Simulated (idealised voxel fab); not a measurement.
process module | voxel capacitor over wiring
cross-section cut | 215 nm wide | cells 5 nm
A cross-section is a grid of square cells, given in bands from the top down. A band is one or more rows of cells.
Each band's line starts with the height of the band's top and of its bottom, in nm. Then come its materials from left to right, each with its width in nm. One material with "throughout" fills the band from edge to edge. "air" is empty space.
Height 0 is the level under which the wafer as received is all one material. The lowest band goes on downwards, as in "0 down".
A width such as "30 to 40" changes by the same amount from each row of cells to the next, from the band's top row to its bottom row.
"no change" after a step means that no cell of the cross-section changed.
closed voids: empty space of 8 cells or more with no open way to the top, each as width x height at its distance from the left edge, in nm
after a step's settings: what the simulator itself notes on the step
overlay nm, on a step with a mask: how far to the right of its planned place the mask lay; to the left if negative
plan
1 op RECEIVE | material Si
2 op CONFORMAL_DEP | material SiO2 | thk nm 15
3 op CONFORMAL_DEP | material SiN | thk nm 5
4 op DIRECTIONAL_DEP | material lowk | thk nm 20
5 op MASKED_ETCH | tone open | mask id METAL_1 | width nm 25 | pitch nm 95 | etch materials lowk | depth nm 20 | overlay nm 0
6 op MASKED_ETCH | tone open | mask id METAL_1 | width nm 25 | pitch nm 95 | etch materials SiN | depth nm 5 | overlay nm 0
7 op CONFORMAL_DEP | material TiN | thk nm 5
8 op FILL_DEP | material W | thk nm 5
9 op CMP | height nm 40
10 op EPI | material Ru | thk nm 5
11 op FILL_DEP | material SiCN | thk nm 5
12 op DIRECTIONAL_DEP | material SiO2 | thk nm 10
13 op PATTERN | tone open | mask id PLUG_1 | material resist | width nm 15 | thk nm 15 | overlay nm 0
14 op DIRECTIONAL_ETCH | etch materials SiO2 | depth nm 10
15 op DIRECTIONAL_ETCH | etch materials SiCN | depth nm 5
16 op STRIP | etch materials resist
17 op CONFORMAL_DEP | material TiN | thk nm 5
18 op FILL_DEP | material Ru | thk nm 5
19 op CMP | height nm 60
20 op DIRECTIONAL_DEP | material TiN | thk nm 10
21 op DIRECTIONAL_DEP | material HfO2 | thk nm 5
22 op DIRECTIONAL_DEP | material TiN | thk nm 10
23 op DIRECTIONAL_DEP | material aC | thk nm 10
24 op PATTERN | tone cover | mask id UPPER_PLATE | material resist | width nm 75 | thk nm 25 | overlay nm 0
25 op DIRECTIONAL_ETCH | etch materials aC | depth nm 10
26 op STRIP | etch materials resist
27 op DIRECTIONAL_ETCH | etch materials TiN | depth nm 10
28 op DIRECTIONAL_ETCH | etch materials HfO2 | depth nm 5
29 op STRIP | etch materials aC
30 op MASKED_ETCH | tone cover | mask id LOWER_PLATE | width nm 85 | etch materials TiN | depth nm 10 | overlay nm 0
31 op FILL_DEP | material SiO2 | thk nm 20
32 op CMP | height nm 100
33 op PATTERN | tone open | mask id PLUG_2 | material resist | width nm 15 | thk nm 20 | overlay nm 0
34 op DIRECTIONAL_ETCH | etch materials SiO2 | depth nm 15
35 op STRIP | etch materials resist
36 op CONFORMAL_DEP | material TiN | thk nm 5
37 op FILL_DEP | material Ru | thk nm 5
38 op CMP | height nm 100
39 op CONFORMAL_DEP | material SiN | thk nm 5
as received, after step 1
  0 down: Si throughout
  closed voids: none
a wafer at the end: this start, this plan, one mistake
  105 to 100: SiN throughout
  100 to 90: SiO2 65 | TiN 5 | Ru 5 | TiN 5 | SiO2 135
  90 to 85: SiO2 65 | TiN 15 | SiO2 135
  85 to 75: SiO2 55 | TiN 75 | SiO2 85
  75 to 70: SiO2 55 | HfO2 75 | SiO2 85
  70 to 60: SiO2 50 | TiN 85 | SiO2 80
  60 to 50: SiO2 55 | TiN 5 | Ru 5 | TiN 5 | SiO2 145
  50 to 45: SiCN 55 | TiN 15 | SiCN 145
  45 to 40: SiCN 40 | Ru 35 | SiCN 60 | Ru 35 | SiCN 45
  40 to 35: lowk 45 | TiN 5 | W 15 | TiN 5 | lowk 70 | TiN 5 | W 15 | TiN 5 | lowk 50
  35 to 30: SiN 45 | TiN 25 | SiN 70 | TiN 25 | SiN 50
  30 to 0: SiO2 throughout
  0 down: Si throughout
  closed voids: none
what went wrong: step 2 was run twice
